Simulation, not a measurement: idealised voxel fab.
Process module, titled voxel capacitor over wiring
Section cut is 170 nm wide and gridded with 5 nm square cells.
Bands, listed from the top down, are how a cross-section gets written in this document; the cross-section itself is a grid of square cells, and a band is one or more rows of them.
Basically the band line says how high the top is and how high the bottom is, in nm, and then what's in it from left to right, every material with its width in nm. Empty space shows up as "empty", and if a single material carries "full width" it runs the full band edge to edge.
Height 0 is the level under which the wafer as received is all one material. The lowest band goes on downwards, as in "0 nm and below".
The notation "30 to 40" denotes a width that varies across the rows of cells in the band, beginning at the first number in the top row, finishing at the second number in the bottom row, and changing by an identical amount from each row to the next.
Any step labelled "no alterations made" changed none of the cells in the cross-section.
Voids not open to the top, 8 cells minimum: see "Unvented internal voids". Written width x height at distance; distance is from the left edge; nm.
Note: text after step settings on the step line = simulator remark on that step.
overlay nm: right-of-plan distance of the mask on a masked step; negative values mean left-of-plan.
-- Listed below are the process steps as planned
1: RECEIVE (material Si)
2: CONFORMAL_DEP (material SiO2; thk nm 10)
3: CONFORMAL_DEP (material SiN; thk nm 5)
4: DIRECTIONAL_DEP (material SiO2; thk nm 15)
5: PATTERN (tone open; mask id METAL_1; material resist; width nm 30; pitch nm 95; thk nm 15; overlay nm 0)
6: DIRECTIONAL_ETCH (etch materials SiO2; depth nm 15)
7: DIRECTIONAL_ETCH (etch materials SiN; depth nm 5)
8: STRIP (etch materials resist)
9: CONFORMAL_DEP (material TiN; thk nm 5)
10: FILL_DEP (material Cu; thk nm 5)
11: CMP (height nm 30)
12: CONFORMAL_DEP (material SiCN; thk nm 5)
13: DIRECTIONAL_DEP (material SiO2; thk nm 10)
14: DIRECTIONAL_DEP (material aC; thk nm 10)
15: PATTERN (tone open; mask id PLUG_1; material resist; width nm 15; thk nm 25; overlay nm 0)
16: DIRECTIONAL_ETCH (etch materials aC; depth nm 10)
17: STRIP (etch materials resist)
18: DIRECTIONAL_ETCH (etch materials SiO2; depth nm 10)
19: DIRECTIONAL_ETCH (etch materials SiCN; depth nm 5)
20: STRIP (etch materials aC)
21: CONFORMAL_DEP (material TiN; thk nm 5)
22: FILL_DEP (material Ru; thk nm 5)
23: CMP (height nm 45)
24: DIRECTIONAL_DEP (material TiN; thk nm 10)
25: DIRECTIONAL_DEP (material HfO2; thk nm 5)
26: DIRECTIONAL_DEP (material TiN; thk nm 10)
27: MASKED_ETCH (tone cover; mask id UPPER_PLATE; width nm 70; etch materials TiN; depth nm 10; overlay nm 0)
28: MASKED_ETCH (tone cover; mask id UPPER_PLATE; width nm 70; etch materials HfO2; depth nm 5; overlay nm 0)
29: DIRECTIONAL_DEP (material aC; thk nm 15)
30: PATTERN (tone cover; mask id LOWER_PLATE; material resist; width nm 80; thk nm 30; overlay nm 0)
31: DIRECTIONAL_ETCH (etch materials aC; depth nm 15)
32: STRIP (etch materials resist)
33: DIRECTIONAL_ETCH (etch materials TiN; depth nm 10)
34: STRIP (etch materials aC)
35: FILL_DEP (material SiO2; thk nm 15)
36: CMP (height nm 80)
37: PATTERN (tone open; mask id PLUG_2; material resist; width nm 15; thk nm 15; overlay nm 0)
38: DIRECTIONAL_ETCH (etch materials SiO2; depth nm 10)
39: STRIP (etch materials resist)
40: CONFORMAL_DEP (material TiN; thk nm 5)
41: FILL_DEP (material Ru; thk nm 10)
42: CMP (height nm 80)
43: CONFORMAL_DEP (material SiCN; thk nm 5)
All wafers enter the flow in the same state. The thk nm at step 21 differs from wafer to wafer, and the plan gives the value for the first wafer.
-- The as-received cross-section of the first of several wafers corresponds to the state after step 1
	0 nm and below = Si full width
	Unvented internal voids: none
-- Cross-section of the first of several wafers once the module has run through its last step, step 43
	85 nm to 80 nm = SiCN full width
	80 nm to 75 nm = SiO2=45 | TiN=5 | Ru=5 | TiN=5 | SiO2=110
	75 nm to 70 nm = SiO2=45 | TiN=15 | SiO2=110
	70 nm to 60 nm = SiO2=35 | TiN=70 | SiO2=65
	60 nm to 55 nm = SiO2=35 | HfO2=70 | SiO2=65
	55 nm to 45 nm = SiO2=30 | TiN=80 | SiO2=60
	45 nm to 35 nm = SiO2=35 | TiN=5 | Ru=5 | TiN=5 | SiO2=120
	35 nm to 30 nm = SiCN=35 | TiN=15 | SiCN=120
	30 nm to 15 nm = SiO2=20 | TiN=5 | Cu=20 | TiN=5 | SiO2=65 | TiN=5 | Cu=20 | TiN=5 | SiO2=25
	15 nm to 10 nm = SiN=20 | TiN=30 | SiN=65 | TiN=30 | SiN=25
	10 nm to 0 nm = SiO2 full width
	0 nm and below = Si full width
	Unvented internal voids: none
-- At the end of the module, the last of several wafers in cross-section
	85 nm to 80 nm = SiCN full width
	80 nm to 75 nm = SiO2=45 | TiN=5 | Ru=5 | TiN=5 | SiO2=110
	75 nm to 70 nm = SiO2=45 | TiN=15 | SiO2=110
	70 nm to 60 nm = SiO2=35 | TiN=70 | SiO2=65
	60 nm to 55 nm = SiO2=35 | HfO2=70 | SiO2=65
	55 nm to 45 nm = SiO2=30 | TiN=80 | SiO2=60
	45 nm to 35 nm = SiO2=35 | TiN=15 | SiO2=120
	35 nm to 30 nm = SiCN=35 | TiN=15 | SiCN=120
	30 nm to 15 nm = SiO2=20 | TiN=5 | Cu=20 | TiN=5 | SiO2=65 | TiN=5 | Cu=20 | TiN=5 | SiO2=25
	15 nm to 10 nm = SiN=20 | TiN=30 | SiN=65 | TiN=30 | SiN=25
	10 nm to 0 nm = SiO2 full width
	0 nm and below = Si full width
	Unvented internal voids: none
-- Per wafer (row), end of module: delta in cells per material since receipt, (+) for gained, (-) for lost; closed voids after that
thk nm 5, +24 Cu, +14 HfO2, +3 Ru, +65 SiCN, +22 SiN, +354 SiO2, +96 TiN, Unvented internal voids: none
thk nm 10, +24 Cu, +14 HfO2, +1 Ru, +65 SiCN, +22 SiN, +354 SiO2, +98 TiN, Unvented internal voids: none
thk nm 15, +24 Cu, +14 HfO2, +1 Ru, +65 SiCN, +22 SiN, +354 SiO2, +98 TiN, Unvented internal voids: none
thk nm 20, +24 Cu, +14 HfO2, +1 Ru, +65 SiCN, +22 SiN, +354 SiO2, +98 TiN, Unvented internal voids: none
